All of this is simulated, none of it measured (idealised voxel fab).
Herein follows the process module entitled voxel self aligned vias.
The cross-section on display is named cut; it measures 175 nm wide, and its cells are 5 nm squares.
Notation: cross-section as square-cell grid; stated in bands, top first, going down; one or more cell rows per band.
Each band's line starts with the height of the band's top and of its bottom, in nm. Then come its materials from left to right, each with its width in nm. One material with "throughout" fills the band from edge to edge. "empty" is empty space.
We count height from 0. Below that, the starting wafer is all one material. The lowest band never ends at the bottom but goes on down; see "from 0 down" for how that is written.
It should be noted that a width expressed as "30 to 40" varies in equal increments from row to row of cells within the band, taking the value of the first number at the top row and that of the second number at the bottom row.
Take "changes: none" at face value: in the step it is given for, the cross-section changed in none of its cells.
The entry "Closed voids list" lists the empty spaces that cover at least 8 cells and have no open path to the top. Each is written as width x height at distance, where the distance is measured from the left edge and all three values are in nm.
The remark found on a step's line after its settings is issued by the simulator itself and pertains to that step.
For masked steps, "overlay nm" on the step line gives how far right of plan the mask actually lay; a minus sign means it lay to the left.

This section lists the process steps that were planned:
1 RECEIVE | material Si
2 CONFORMAL_DEP | material SiO2 | thk nm 15
3 CONFORMAL_DEP | material SiCN | thk nm 5
4 DIRECTIONAL_DEP | material SiO2 | thk nm 20
5 DIRECTIONAL_DEP | material aC | thk nm 15
6 PATTERN | tone open | mask id LINES | material resist | width nm 30 | pitch nm 70 | thk nm 35 | overlay nm 0
7 DIRECTIONAL_ETCH | etch materials aC | depth nm 15
8 STRIP | etch materials resist
9 DIRECTIONAL_ETCH | etch materials SiO2 | depth nm 20
10 STRIP | etch materials aC
11 CONFORMAL_DEP | material TiN | thk nm 5
12 FILL_DEP | material Ru | thk nm 10
13 CMP | height nm 40
14 SELECTIVE_ETCH | etch materials W Ru TiN | depth nm 10
15 FILL_DEP | material SiN | thk nm 5
16 CMP | height nm 40
17 DIRECTIONAL_DEP | material SiO2 | thk nm 15
18 DIRECTIONAL_DEP | material aC | thk nm 10
19 PATTERN | tone open | mask id VIAS | material resist | width nm 50 | thk nm 30 | overlay nm -10
20 DIRECTIONAL_ETCH | etch materials aC | depth nm 10
21 STRIP | etch materials resist
22 DIRECTIONAL_ETCH | etch materials SiO2 | depth nm 15
23 DIRECTIONAL_ETCH | etch materials SiN | depth nm 10
24 STRIP | etch materials aC
25 CONFORMAL_DEP | material TiN | thk nm 5
26 FILL_DEP | material W | thk nm 10
27 CMP | height nm 55
28 CONFORMAL_DEP | material SiN | thk nm 5
The overlay nm used in step 19 is not the same on every wafer, whereas the starting condition is; the value printed in the plan is the first wafer's.

Cross-section of the first of several wafers as received (after step 1):
- from 0 down  Si throughout
- Closed voids list: none

End of the module, past its last step, step 28: how the first of several wafers looks in cross-section:
- from 60 to 55  SiN throughout
- from 55 to 45  SiO2 15 nm, TiN 5 nm, W 40 nm, TiN 5 nm, SiO2 110 nm
- from 45 to 40  SiO2 15 nm, TiN 25 nm, W 20 nm, TiN 5 nm, SiO2 110 nm
- from 40 to 35  SiO2 35 nm, TiN 5 nm, W 20 nm, TiN 5 nm, SiO2 40 nm, SiN 30 nm, SiO2 40 nm
- from 35 to 30  SiO2 35 nm, TiN 30 nm, SiO2 40 nm, SiN 30 nm, SiO2 40 nm
- from 30 to 25  SiO2 35 nm, TiN 5 nm, Ru 20 nm, TiN 5 nm, SiO2 40 nm, TiN 5 nm, Ru 20 nm, TiN 5 nm, SiO2 40 nm
- from 25 to 20  SiO2 35 nm, TiN 30 nm, SiO2 40 nm, TiN 30 nm, SiO2 40 nm
- from 20 to 15  SiCN throughout
- from 15 to 0  SiO2 throughout
- from 0 down  Si throughout
- Closed voids list: none

X-section, last wafer, module end:
- from 60 to 55  SiN throughout
- from 55 to 45  SiO2 40 nm, TiN 5 nm, W 40 nm, TiN 5 nm, SiO2 85 nm
- from 45 to 40  SiO2 40 nm, TiN 5 nm, W 15 nm, TiN 30 nm, SiO2 85 nm
- from 40 to 35  SiO2 35 nm, SiN 5 nm, TiN 5 nm, W 15 nm, TiN 5 nm, SiO2 40 nm, SiN 30 nm, SiO2 40 nm
- from 35 to 30  SiO2 35 nm, SiN 5 nm, TiN 25 nm, SiO2 40 nm, SiN 30 nm, SiO2 40 nm
- from 30 to 25  SiO2 35 nm, TiN 5 nm, Ru 20 nm, TiN 5 nm, SiO2 40 nm, TiN 5 nm, Ru 20 nm, TiN 5 nm, SiO2 40 nm
- from 25 to 20  SiO2 35 nm, TiN 30 nm, SiO2 40 nm, TiN 30 nm, SiO2 40 nm
- from 20 to 15  SiCN throughout
- from 15 to 0  SiO2 throughout
- from 0 down  Si throughout
- Closed voids list: none

Table: wafers, a row each; end-of-module cell change per material since receipt, gain (+), loss (-); then closed voids:
overlay nm -10; +8 Ru; +35 SiCN; +47 SiN; +272 SiO2; +34 TiN; +24 W; Closed voids list: none
overlay nm -5; +8 Ru; +35 SiCN; +47 SiN; +272 SiO2; +34 TiN; +24 W; Closed voids list: none
overlay nm 0; +8 Ru; +35 SiCN; +47 SiN; +272 SiO2; +34 TiN; +24 W; Closed voids list: none
overlay nm 5; +8 Ru; +35 SiCN; +47 SiN; +272 SiO2; +34 TiN; +24 W; Closed voids list: none
overlay nm 10; +8 Ru; +35 SiCN; +47 SiN; +272 SiO2; +34 TiN; +24 W; Closed voids list: none
overlay nm 15; +8 Ru; +35 SiCN; +49 SiN; +272 SiO2; +34 TiN; +22 W; Closed voids list: none
